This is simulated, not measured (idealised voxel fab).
The following is a process module called voxel wiring stack.
Each square cell in cross-section cut measures 5 nm, and the section as a whole is 205 nm wide.
Cross-section spec: square-cell grid; bands listed top down; each band is one or more rows. For a band, the entry starts with two heights in nm, that of the top and then that of the bottom, and carries on with the band's materials in order from left to right, each alongside its width in nm; the word "edge to edge" beside a single material means it fills the band edge to edge, and "empty" means empty space. Heights are measured from 0, the level below which the as-received wafer is all one material; the lowest band has no bottom and continues downward, written as in "0..down". The notation "30->40" denotes a width that varies across the rows of cells in the band, beginning at the first number in the top row, finishing at the second number in the bottom row, and changing by an identical amount from each row to the next. "left unchanged", as given for a step, is the statement that not any cell of the cross-section underwent a change during that step. Heads up: "Closed void table" only lists the empty pockets with no open path to the top that are 8 cells or more, and it writes them as width x height at distance, distance from the left edge, in nm. Step line, after settings: the simulator's comment on this step. A step's line can hold "overlay nm"; with a mask on that step, the setting says how far right of the planned place the mask lay, while a negative setting says it lay to the left.
PROCESS STEPS FORESEEN IN THE PLAN
| 1 | op RECEIVE | material Si |
| 2 | op CONFORMAL_DEP | material SiO2 | thk nm 15 |
| 3 | op DIRECTIONAL_DEP | material TiN | thk nm 5 |
| 4 | op DIRECTIONAL_DEP | material W | thk nm 20 |
| 5 | op DIRECTIONAL_DEP | material aC | thk nm 10 |
| 6 | op PATTERN | tone cover | mask id METAL_1 | material resist | width nm 20 | pitch nm 35 | thk nm 30 | overlay nm 0 |
| 7 | op DIRECTIONAL_ETCH | etch materials aC | depth nm 10 |
| 8 | op STRIP | etch materials resist |
| 9 | op DIRECTIONAL_ETCH | etch materials W | depth nm 20 |
| 10 | op DIRECTIONAL_ETCH | etch materials TiN | depth nm 5 |
| 11 | op STRIP | etch materials aC |
| 12 | op CONFORMAL_DEP | material SiN | thk nm 5 |
| 13 | op FILL_DEP | material SiO2 | thk nm 5 |
| 14 | op CMP | height nm 40 |
| 15 | op CONFORMAL_DEP | material SiCN | thk nm 5 |
| 16 | op DIRECTIONAL_DEP | material lowk | thk nm 30 |
| 17 | op MASKED_ETCH | tone open | mask id METAL_2_HOLES | width nm 15 | pitch nm 70 | etch materials lowk | depth nm 30 | overlay nm 0 |
| 18 | op PATTERN | tone open | mask id METAL_2 | material resist | width nm 20 | pitch nm 35 | thk nm 20 | overlay nm 0 |
| 19 | op DIRECTIONAL_ETCH | etch materials lowk | depth nm 15 |
| 20 | op DIRECTIONAL_ETCH | etch materials SiCN | depth nm 5 |
| 21 | op STRIP | etch materials resist |
| 22 | op CONFORMAL_DEP | material TiN | thk nm 5 |
| 23 | op FILL_DEP | material Ru | thk nm 5 |
| 24 | op CMP | height nm 75 |
| 25 | op CONFORMAL_DEP | material SiCN | thk nm 5 |
| 26 | op DIRECTIONAL_DEP | material SiO2 | thk nm 35 |
| 27 | op DIRECTIONAL_DEP | material aC | thk nm 15 |
| 28 | op PATTERN | tone open | mask id METAL_3 | material resist | width nm 20 | pitch nm 35 | thk nm 30 | overlay nm 0 |
| 29 | op DIRECTIONAL_ETCH | etch materials aC | depth nm 15 |
| 30 | op STRIP | etch materials resist |
| 31 | op DIRECTIONAL_ETCH | etch materials SiO2 | depth nm 20 |
| 32 | op STRIP | etch materials aC |
| 33 | op MASKED_ETCH | tone open | mask id METAL_3_HOLES | width nm 15 | pitch nm 70 | etch materials SiO2 | depth nm 15 | overlay nm 0 |
| 34 | op MASKED_ETCH | tone open | mask id METAL_3_HOLES | width nm 15 | pitch nm 70 | etch materials SiCN | depth nm 5 | overlay nm 0 |
| 35 | op CONFORMAL_DEP | material TiN | thk nm 5 |
| 36 | op FILL_DEP | material Ru | thk nm 5 |
| 37 | op CMP | height nm 115 |
| 38 | op CONFORMAL_DEP | material SiCN | thk nm 5 |
| 39 | op DIRECTIONAL_DEP | material SiO2 | thk nm 35 |
| 40 | op DIRECTIONAL_DEP | material aC | thk nm 10 |
| 41 | op PATTERN | tone open | mask id METAL_4 | material resist | width nm 20 | pitch nm 35 | thk nm 25 | overlay nm 0 |
| 42 | op DIRECTIONAL_ETCH | etch materials aC | depth nm 10 |
| 43 | op STRIP | etch materials resist |
| 44 | op DIRECTIONAL_ETCH | etch materials SiO2 | depth nm 20 |
| 45 | op STRIP | etch materials aC |
| 46 | op PATTERN | tone open | mask id METAL_4_HOLES | material resist | width nm 15 | pitch nm 70 | thk nm 20 | overlay nm 0 |
| 47 | op DIRECTIONAL_ETCH | etch materials SiO2 | depth nm 15 |
| 48 | op DIRECTIONAL_ETCH | etch materials SiCN | depth nm 5 |
| 49 | op STRIP | etch materials resist |
| 50 | op CONFORMAL_DEP | material TiN | thk nm 5 |
| 51 | op FILL_DEP | material Cu | thk nm 10 |
| 52 | op CMP | height nm 155 |
| 53 | op CONFORMAL_DEP | material SiCN | thk nm 5 |
THIS IS THE CROSS-SECTION OF THE WAFER AS WE RECEIVED IT, I.E. AFTER STEP 1
	0..down  Si edge to edge
	Closed void table: none
CROSS-SECTION TAKEN AT MODULE COMPLETION ON THE FIRST OF TWO WAFERS; PROCESSED PER THE PLAN
	160..155  SiCN edge to edge
	155..140  SiO2: 40; TiN: 5; Cu: 10; TiN: 5; SiO2: 15; TiN: 5; Cu: 10; TiN: 5; SiO2: 15; TiN: 5; Cu: 10; TiN: 5; SiO2: 15; TiN: 5; Cu: 10; TiN: 5; SiO2: 40
	140..135  SiO2: 40; TiN: 5; Cu: 5; TiN: 10; SiO2: 15; TiN: 20; SiO2: 15; TiN: 5; Cu: 5; TiN: 10; SiO2: 15; TiN: 20; SiO2: 40
	135..120  SiO2: 40; TiN: 5; Cu: 5; TiN: 5; SiO2: 55; TiN: 5; Cu: 5; TiN: 5; SiO2: 80
	120..115  SiCN: 40; TiN: 15; SiCN: 55; TiN: 15; SiCN: 80
	115..100  SiO2: 40; TiN: 5; Ru: 10; TiN: 5; SiO2: 15; TiN: 5; Ru: 10; TiN: 5; SiO2: 15; TiN: 5; Ru: 10; TiN: 5; SiO2: 15; TiN: 5; Ru: 10; TiN: 5; SiO2: 40
	100..95  SiO2: 40; TiN: 5; Ru: 5; TiN: 10; SiO2: 15; TiN: 20; SiO2: 15; TiN: 5; Ru: 5; TiN: 10; SiO2: 15; TiN: 20; SiO2: 40
	95..80  SiO2: 40; TiN: 5; Ru: 5; TiN: 5; SiO2: 55; TiN: 5; Ru: 5; TiN: 5; SiO2: 80
	80..75  SiCN: 40; TiN: 15; SiCN: 55; TiN: 15; SiCN: 80
	75..65  lowk: 40; TiN: 5; Ru: 10; TiN: 5; lowk: 15; TiN: 5; Ru: 10; TiN: 5; lowk: 15; TiN: 5; Ru: 10; TiN: 5; lowk: 15; TiN: 5; Ru: 10; TiN: 5; lowk: 40
	65..60  lowk: 40; TiN: 5; Ru: 5; TiN: 10; lowk: 15; TiN: 20; lowk: 15; TiN: 5; Ru: 5; TiN: 10; lowk: 15; TiN: 20; lowk: 40
	60..45  lowk: 40; TiN: 5; Ru: 5; TiN: 5; lowk: 55; TiN: 5; Ru: 5; TiN: 5; lowk: 80
	45..40  SiCN: 40; TiN: 15; SiCN: 55; TiN: 15; SiCN: 80
	40..20  SiO2: 35; SiN: 5; W: 20; SiN: 5; SiO2: 5; SiN: 5; W: 20; SiN: 5; SiO2: 5; SiN: 5; W: 20; SiN: 5; SiO2: 5; SiN: 5; W: 20; SiN: 5; SiO2: 35
	20..15  SiN: 40; TiN: 20; SiN: 15; TiN: 20; SiN: 15; TiN: 20; SiN: 15; TiN: 20; SiN: 40
	15..0  SiO2 edge to edge
	0..down  Si edge to edge
	Closed void table: none
THIS IS THE SECOND OF THE TWO WAFERS, CROSS-SECTIONED AT THE END OF THE MODULE; IT STARTED EXACTLY LIKE THE FIRST AND WAS GIVEN THE SAME PLAN, BUT IT WAS RUN WITH ONE MISTAKE
	160..155  SiCN edge to edge
	155..140  SiO2: 40; TiN: 5; Cu: 10; TiN: 5; SiO2: 15; TiN: 5; Cu: 10; TiN: 5; SiO2: 15; TiN: 5; Cu: 10; TiN: 5; SiO2: 15; TiN: 5; Cu: 10; TiN: 5; SiO2: 40
	140..135  SiO2: 40; TiN: 5; Cu: 5; TiN: 10; SiO2: 15; TiN: 20; SiO2: 15; TiN: 5; Cu: 5; TiN: 10; SiO2: 15; TiN: 20; SiO2: 40
	135..120  SiO2: 40; TiN: 5; Cu: 5; TiN: 5; SiO2: 55; TiN: 5; Cu: 5; TiN: 5; SiO2: 80
	120..115  SiCN: 40; TiN: 15; SiCN: 55; TiN: 15; SiCN: 80
	115..100  SiO2: 40; TiN: 5; Ru: 10; TiN: 5; SiO2: 15; TiN: 5; Ru: 10; TiN: 5; SiO2: 15; TiN: 5; Ru: 10; TiN: 5; SiO2: 15; TiN: 5; Ru: 10; TiN: 5; SiO2: 40
	100..95  SiO2: 40; TiN: 5; Ru: 5; TiN: 10; SiO2: 15; TiN: 20; SiO2: 15; TiN: 5; Ru: 5; TiN: 10; SiO2: 15; TiN: 20; SiO2: 40
	95..80  SiO2: 40; TiN: 5; Ru: 5; TiN: 5; SiO2: 55; TiN: 5; Ru: 5; TiN: 5; SiO2: 80
	80..75  SiCN: 40; TiN: 15; SiCN: 55; TiN: 15; SiCN: 80
	75..65  lowk: 40; TiN: 5; Ru: 10; TiN: 5; lowk: 15; TiN: 5; Ru: 10; TiN: 5; lowk: 15; TiN: 5; Ru: 10; TiN: 5; lowk: 15; TiN: 5; Ru: 10; TiN: 5; lowk: 40
	65..60  lowk: 40; TiN: 5; Ru: 5; TiN: 10; lowk: 15; TiN: 20; lowk: 15; TiN: 5; Ru: 5; TiN: 10; lowk: 15; TiN: 20; lowk: 40
	60..45  lowk: 40; TiN: 5; Ru: 5; TiN: 5; lowk: 55; TiN: 5; Ru: 5; TiN: 5; lowk: 80
	45..40  SiCN: 40; TiN: 15; SiCN: 55; TiN: 15; SiCN: 80
	40..35  SiO2: 35; SiN: 30; SiO2: 5; SiN: 30; SiO2: 5; SiN: 30; SiO2: 5; SiN: 30; SiO2: 35
	35..20  SiO2: 35; SiN: 5; W: 20; SiN: 5; SiO2: 5; SiN: 5; W: 20; SiN: 5; SiO2: 5; SiN: 5; W: 20; SiN: 5; SiO2: 5; SiN: 5; W: 20; SiN: 5; SiO2: 35
	20..15  SiN: 40; W: 20; SiN: 15; W: 20; SiN: 15; W: 20; SiN: 15; W: 20; SiN: 40
	15..0  SiO2 edge to edge
	0..down  Si edge to edge
	Closed void table: none
So what did we get wrong on this run? skipped: plan step 3 (never run)
Once processing is complete, comparing cell counts shows that the second wafer has more or fewer of certain materials than the first: SiN +16 | TiN -16
